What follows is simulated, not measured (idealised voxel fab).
This is a process module. Its name is voxel capacitor over wiring.
This is section cut - it's 180 nm across, gridded in 5 nm square cells.
Cross-section layout: square cells on a grid; listed as bands, top to bottom; a band spans one or more cell rows. For a band, the entry starts with two heights in nm, that of the top and then that of the bottom, and carries on with the band's materials in order from left to right, each alongside its width in nm; the word "edge to edge" beside a single material means it fills the band edge to edge, and "air" means empty space. A quick word on heights: they are counted from 0, and under that level the wafer as it came to us is one material throughout. The lowest band is different from the rest in having no bottom; it simply continues downward, written as in "0 nm and below". Quick explanation for "30..40": the width changes in equal steps down the rows of cells, from the first number in the band's top row to the second number in its bottom row. Any step labelled "nothing was modified" changed none of the cells in the cross-section. Basically, "Enclosed void inventory" tells you about the enclosed voids: empty spaces with no open way to the top, 8 cells or bigger, each written width x height at distance, where distance is from the left edge, all in nm. Anything after a step's settings on that line? It's the simulator's own note about the step. "overlay nm" answers the question of how far to the right of plan the mask lay on a step that has a mask, and when it is negative the answer is to the left.
**This section lists the process steps that were planned**
step 1: RECEIVE with material Si
step 2: CONFORMAL_DEP with material SiO2, thk nm 10
step 3: DIRECTIONAL_DEP with material TiN, thk nm 5
step 4: DIRECTIONAL_DEP with material Ru, thk nm 15
step 5: PATTERN with tone cover, mask id METAL_1, material resist, width nm 25, pitch nm 85, thk nm 20, overlay nm 0
step 6: DIRECTIONAL_ETCH with etch materials Ru, depth nm 15
step 7: DIRECTIONAL_ETCH with etch materials TiN, depth nm 5
step 8: STRIP with etch materials resist
step 9: CONFORMAL_DEP with material SiCN, thk nm 5
step 10: FILL_DEP with material SiO2, thk nm 10
step 11: CMP with height nm 30
step 12: CONFORMAL_DEP with material SiCN, thk nm 5
step 13: DIRECTIONAL_DEP with material SiO2, thk nm 15
step 14: DIRECTIONAL_DEP with material aC, thk nm 10
step 15: PATTERN with tone open, mask id PLUG_1, material resist, width nm 15, thk nm 25, overlay nm 0
step 16: DIRECTIONAL_ETCH with etch materials aC, depth nm 10
step 17: STRIP with etch materials resist
step 18: DIRECTIONAL_ETCH with etch materials SiO2, depth nm 15
step 19: DIRECTIONAL_ETCH with etch materials SiCN, depth nm 5
step 20: STRIP with etch materials aC
step 21: EPI with material Ru, thk nm 10
step 22: EPI with material Ru, thk nm 10
step 23: DIRECTIONAL_DEP with material TiN, thk nm 10
step 24: DIRECTIONAL_DEP with material SiN, thk nm 5
step 25: DIRECTIONAL_DEP with material TiN, thk nm 5
step 26: DIRECTIONAL_DEP with material aC, thk nm 15
step 27: PATTERN with tone cover, mask id UPPER_PLATE, material resist, width nm 65, thk nm 35, overlay nm 0
step 28: DIRECTIONAL_ETCH with etch materials aC, depth nm 15
step 29: STRIP with etch materials resist
step 30: DIRECTIONAL_ETCH with etch materials TiN, depth nm 5
step 31: DIRECTIONAL_ETCH with etch materials SiN, depth nm 5
step 32: STRIP with etch materials aC
step 33: PATTERN with tone cover, mask id LOWER_PLATE, material resist, width nm 75, thk nm 15, overlay nm 0
step 34: DIRECTIONAL_ETCH with etch materials TiN, depth nm 10
step 35: STRIP with etch materials resist
step 36: FILL_DEP with material SiO2, thk nm 15
step 37: CMP with height nm 80
step 38: MASKED_ETCH with tone open, mask id PLUG_2, width nm 15, etch materials SiO2, depth nm 10, overlay nm 0
step 39: CONFORMAL_DEP with material TiN, thk nm 5
step 40: FILL_DEP with material Cu, thk nm 10
step 41: CMP with height nm 80
step 42: CONFORMAL_DEP with material SiN, thk nm 5
**First of two wafers: run as planned**
**Cross-section of the wafer upon arrival, representing the state reached after step 1**
* 0 nm and below | Si edge to edge
* Enclosed void inventory: none
**Cross-section through the wafer, step 2 finished**
* 10 nm to 0 nm | SiO2 edge to edge
* At heights below 0, the structure remains unaltered.
**Cross-section through the wafer, step 3 finished**
* 15 nm to 10 nm | TiN edge to edge
* At heights below 10, the structure remains unaltered.
**Cross-section through the wafer, step 4 finished**
* 30 nm to 15 nm | Ru edge to edge
* At heights below 15, the structure remains unaltered.
**Cross-section through the wafer, step 5 finished**
* 50 nm to 30 nm | air=35; resist=25; air=60; resist=25; air=35
* At heights below 30, the structure remains unaltered.
**Cross-section through the wafer, step 6 finished**
* 50 nm to 30 nm | air=35; resist=25; air=60; resist=25; air=35
* 30 nm to 15 nm | air=35; Ru=25; air=60; Ru=25; air=35
* At heights below 15, the structure remains unaltered.
**Cross-section through the wafer, step 7 finished**
* 50 nm to 30 nm | air=35; resist=25; air=60; resist=25; air=35
* 30 nm to 15 nm | air=35; Ru=25; air=60; Ru=25; air=35
* 15 nm to 10 nm | air=35; TiN=25; air=60; TiN=25; air=35
* At heights below 10, the structure remains unaltered.
**Cross-section through the wafer, step 8 finished**
* 30 nm to 15 nm | air=35; Ru=25; air=60; Ru=25; air=35
* At heights below 15, the structure remains unaltered.
**Cross-section through the wafer, step 9 finished**
* 35 nm to 30 nm | air=30; SiCN=35; air=50; SiCN=35; air=30
* 30 nm to 15 nm | air=30; SiCN=5; Ru=25; SiCN=5; air=50; SiCN=5; Ru=25; SiCN=5; air=30
* 15 nm to 10 nm | SiCN=35; TiN=25; SiCN=60; TiN=25; SiCN=35
* At heights below 10, the structure remains unaltered.
**Cross-section through the wafer, step 10 finished**
* 45 nm to 35 nm | SiO2 edge to edge
* 35 nm to 30 nm | SiO2=30; SiCN=35; SiO2=50; SiCN=35; SiO2=30
* 30 nm to 15 nm | SiO2=30; SiCN=5; Ru=25; SiCN=5; SiO2=50; SiCN=5; Ru=25; SiCN=5; SiO2=30
* At heights below 15, the structure remains unaltered.
**Cross-section through the wafer, step 11 finished**
* 30 nm to 15 nm | SiO2=30; SiCN=5; Ru=25; SiCN=5; SiO2=50; SiCN=5; Ru=25; SiCN=5; SiO2=30
* At heights below 15, the structure remains unaltered.
**Cross-section through the wafer, step 12 finished**
* 35 nm to 30 nm | SiCN edge to edge
* At heights below 30, the structure remains unaltered.
**Cross-section through the wafer, step 13 finished**
* 50 nm to 35 nm | SiO2 edge to edge
* At heights below 35, the structure remains unaltered.
**Cross-section through the wafer, step 14 finished**
* 60 nm to 50 nm | aC edge to edge
* At heights below 50, the structure remains unaltered.
**Cross-section through the wafer, step 15 finished**
* 85 nm to 60 nm | resist=45; air=15; resist=120
* At heights below 60, the structure remains unaltered.
**Cross-section through the wafer, step 16 finished**
* 75 nm to 60 nm | resist=45; air=15; resist=120
* 60 nm to 50 nm | aC=45; air=15; aC=120
* At heights below 50, the structure remains unaltered.
**Cross-section through the wafer, step 17 finished**
* 60 nm to 50 nm | aC=45; air=15; aC=120
* At heights below 50, the structure remains unaltered.
**Cross-section through the wafer, step 18 finished**
* 60 nm to 50 nm | aC=45; air=15; aC=120
* 50 nm to 35 nm | SiO2=45; air=15; SiO2=120
* At heights below 35, the structure remains unaltered.
**Cross-section through the wafer, step 19 finished**
* 60 nm to 50 nm | aC=45; air=15; aC=120
* 50 nm to 35 nm | SiO2=45; air=15; SiO2=120
* 35 nm to 30 nm | SiCN=45; air=15; SiCN=120
* At heights below 30, the structure remains unaltered.
**Cross-section through the wafer, step 20 finished**
* 50 nm to 35 nm | SiO2=45; air=15; SiO2=120
* At heights below 35, the structure remains unaltered.
**Cross-section through the wafer, step 21 finished**
* 50 nm to 40 nm | SiO2=45; air=15; SiO2=120
* 40 nm to 35 nm | SiO2=45; Ru=15; SiO2=120
* 35 nm to 30 nm | SiCN=45; Ru=15; SiCN=120
* At heights below 30, the structure remains unaltered.
**Cross-section through the wafer, step 22 finished**
* 50 nm to 35 nm | SiO2=45; Ru=15; SiO2=120
* At heights below 35, the structure remains unaltered.
**Cross-section through the wafer, step 23 finished**
* 60 nm to 50 nm | TiN edge to edge
* At heights below 50, the structure remains unaltered.
**Cross-section through the wafer, step 24 finished**
* 65 nm to 60 nm | SiN edge to edge
* At heights below 60, the structure remains unaltered.
**Cross-section through the wafer, step 25 finished**
* 70 nm to 65 nm | TiN edge to edge
* At heights below 65, the structure remains unaltered.
**Cross-section through the wafer, step 26 finished**
* 85 nm to 70 nm | aC edge to edge
* At heights below 70, the structure remains unaltered.
**Cross-section through the wafer, step 27 finished**
* 120 nm to 85 nm | air=45; resist=65; air=70
* At heights below 85, the structure remains unaltered.
**Cross-section through the wafer, step 28 finished**
* 105 nm to 85 nm | air=45; resist=65; air=70
* 85 nm to 70 nm | air=45; aC=65; air=70
* At heights below 70, the structure remains unaltered.
**Cross-section through the wafer, step 29 finished**
* 85 nm to 70 nm | air=45; aC=65; air=70
* At heights below 70, the structure remains unaltered.
**Cross-section through the wafer, step 30 finished**
* 85 nm to 70 nm | air=45; aC=65; air=70
* 70 nm to 65 nm | air=45; TiN=65; air=70
* At heights below 65, the structure remains unaltered.
**Cross-section through the wafer, step 31 finished**
* 85 nm to 70 nm | air=45; aC=65; air=70
* 70 nm to 65 nm | air=45; TiN=65; air=70
* 65 nm to 60 nm | air=45; SiN=65; air=70
* At heights below 60, the structure remains unaltered.
**Cross-section through the wafer, step 32 finished**
* 70 nm to 65 nm | air=45; TiN=65; air=70
* At heights below 65, the structure remains unaltered.
**Cross-section through the wafer, step 33 finished**
* 85 nm to 70 nm | air=40; resist=75; air=65
* 70 nm to 65 nm | air=40; resist=5; TiN=65; resist=5; air=65
* 65 nm to 60 nm | air=40; resist=5; SiN=65; resist=5; air=65
* At heights below 60, the structure remains unaltered.
**Cross-section through the wafer, step 34 finished**
* 85 nm to 70 nm | air=40; resist=75; air=65
* 70 nm to 65 nm | air=40; resist=5; TiN=65; resist=5; air=65
* 65 nm to 60 nm | air=40; resist=5; SiN=65; resist=5; air=65
* 60 nm to 50 nm | air=40; TiN=75; air=65
* At heights below 50, the structure remains unaltered.
**Cross-section through the wafer, step 35 finished**
* 70 nm to 65 nm | air=45; TiN=65; air=70
* 65 nm to 60 nm | air=45; SiN=65; air=70
* At heights below 60, the structure remains unaltered.
**Cross-section through the wafer, step 36 finished**
* 85 nm to 70 nm | SiO2 edge to edge
* 70 nm to 65 nm | SiO2=45; TiN=65; SiO2=70
* 65 nm to 60 nm | SiO2=45; SiN=65; SiO2=70
* 60 nm to 50 nm | SiO2=40; TiN=75; SiO2=65
* At heights below 50, the structure remains unaltered.
**Cross-section through the wafer, step 37 finished**
* 80 nm to 70 nm | SiO2 edge to edge
* At heights below 70, the structure remains unaltered.
**Cross-section through the wafer, step 38 finished**
* 80 nm to 70 nm | SiO2=55; air=15; SiO2=110
* At heights below 70, the structure remains unaltered.
**Cross-section through the wafer, step 39 finished**
* 85 nm to 80 nm | TiN=60; air=5; TiN=115
* 80 nm to 75 nm | SiO2=55; TiN=5; air=5; TiN=5; SiO2=110
* 75 nm to 65 nm | SiO2=55..45; TiN=15..65; SiO2=110..70
* At heights below 65, the structure remains unaltered.
**Cross-section through the wafer, step 40 finished**
* 95 nm to 85 nm | Cu edge to edge
* 85 nm to 80 nm | TiN=60; Cu=5; TiN=115
* 80 nm to 75 nm | SiO2=55; TiN=5; Cu=5; TiN=5; SiO2=110
* At heights below 75, the structure remains unaltered.
**Cross-section through the wafer, step 41 finished**
* 80 nm to 75 nm | SiO2=55; TiN=5; Cu=5; TiN=5; SiO2=110
* At heights below 75, the structure remains unaltered.
**Cross-section through the wafer, step 42 finished**
* 85 nm to 80 nm | SiN edge to edge
* At heights below 80, the structure remains unaltered.
**Notes, second wafer: start = first wafer's, plan = first wafer's, execution had one mistake; history identical to first through step 26**
**At the planned end of step 27, the second wafer in cross-section**
* 120 nm to 85 nm | air=50; resist=60; air=70
* At heights below 85, the structure remains unaltered.
**At the planned end of step 28, the second wafer in cross-section**
* 105 nm to 85 nm | air=50; resist=60; air=70
* 85 nm to 70 nm | air=50; aC=60; air=70
* At heights below 70, the structure remains unaltered.
**At the planned end of step 29, the second wafer in cross-section**
* 85 nm to 70 nm | air=50; aC=60; air=70
* At heights below 70, the structure remains unaltered.
**At the planned end of step 30, the second wafer in cross-section**
* 85 nm to 70 nm | air=50; aC=60; air=70
* 70 nm to 65 nm | air=50; TiN=60; air=70
* At heights below 65, the structure remains unaltered.
**At the planned end of step 31, the second wafer in cross-section**
* 85 nm to 70 nm | air=50; aC=60; air=70
* 70 nm to 65 nm | air=50; TiN=60; air=70
* 65 nm to 60 nm | air=50; SiN=60; air=70
* At heights below 60, the structure remains unaltered.
**At the planned end of step 32, the second wafer in cross-section**
* 70 nm to 65 nm | air=50; TiN=60; air=70
* At heights below 65, the structure remains unaltered.
**At the planned end of step 33, the second wafer in cross-section**
* 85 nm to 70 nm | air=40; resist=75; air=65
* 70 nm to 65 nm | air=40; resist=10; TiN=60; resist=5; air=65
* 65 nm to 60 nm | air=40; resist=10; SiN=60; resist=5; air=65
* At heights below 60, the structure remains unaltered.
**At the planned end of step 34, the second wafer in cross-section**
* 85 nm to 70 nm | air=40; resist=75; air=65
* 70 nm to 65 nm | air=40; resist=10; TiN=60; resist=5; air=65
* 65 nm to 60 nm | air=40; resist=10; SiN=60; resist=5; air=65
* 60 nm to 50 nm | air=40; TiN=75; air=65
* At heights below 50, the structure remains unaltered.
**At the planned end of step 35, the second wafer in cross-section**
* 70 nm to 65 nm | air=50; TiN=60; air=70
* 65 nm to 60 nm | air=50; SiN=60; air=70
* At heights below 60, the structure remains unaltered.
**At the planned end of step 36, the second wafer in cross-section**
* 85 nm to 70 nm | SiO2 edge to edge
* 70 nm to 65 nm | SiO2=50; TiN=60; SiO2=70
* 65 nm to 60 nm | SiO2=50; SiN=60; SiO2=70
* 60 nm to 50 nm | SiO2=40; TiN=75; SiO2=65
* At heights below 50, the structure remains unaltered.
**At the planned end of step 37, the second wafer in cross-section**
* 80 nm to 70 nm | SiO2 edge to edge
* At heights below 70, the structure remains unaltered.
**At the planned end of step 38, the second wafer in cross-section**
* 80 nm to 70 nm | SiO2=55; air=15; SiO2=110
* At heights below 70, the structure remains unaltered.
**At the planned end of step 39, the second wafer in cross-section**
* 85 nm to 80 nm | TiN=60; air=5; TiN=115
* 80 nm to 75 nm | SiO2=55; TiN=5; air=5; TiN=5; SiO2=110
* 75 nm to 65 nm | SiO2=55..50; TiN=15..60; SiO2=110..70
* At heights below 65, the structure remains unaltered.
**At the planned end of step 40, the second wafer in cross-section**
* 95 nm to 85 nm | Cu edge to edge
* 85 nm to 80 nm | TiN=60; Cu=5; TiN=115
* 80 nm to 75 nm | SiO2=55; TiN=5; Cu=5; TiN=5; SiO2=110
* At heights below 75, the structure remains unaltered.
**At the planned end of step 41, the second wafer in cross-section**
* 80 nm to 75 nm | SiO2=55; TiN=5; Cu=5; TiN=5; SiO2=110
* At heights below 75, the structure remains unaltered.
**At the planned end of step 42, the second wafer in cross-section**
* 85 nm to 80 nm | SiN edge to edge
* At heights below 80, the structure remains unaltered.
What broke from the plan during processing? step 27 was run on a setting that differed from the plan, and what really ran there is PATTERN with tone cover, mask id UPPER_PLATE, material resist, width nm 60, thk nm 35, overlay nm 0
The closing comparison, in cells, has the second wafer with more or fewer of some materials than the first: -1 SiN; +2 SiO2; -1 TiN
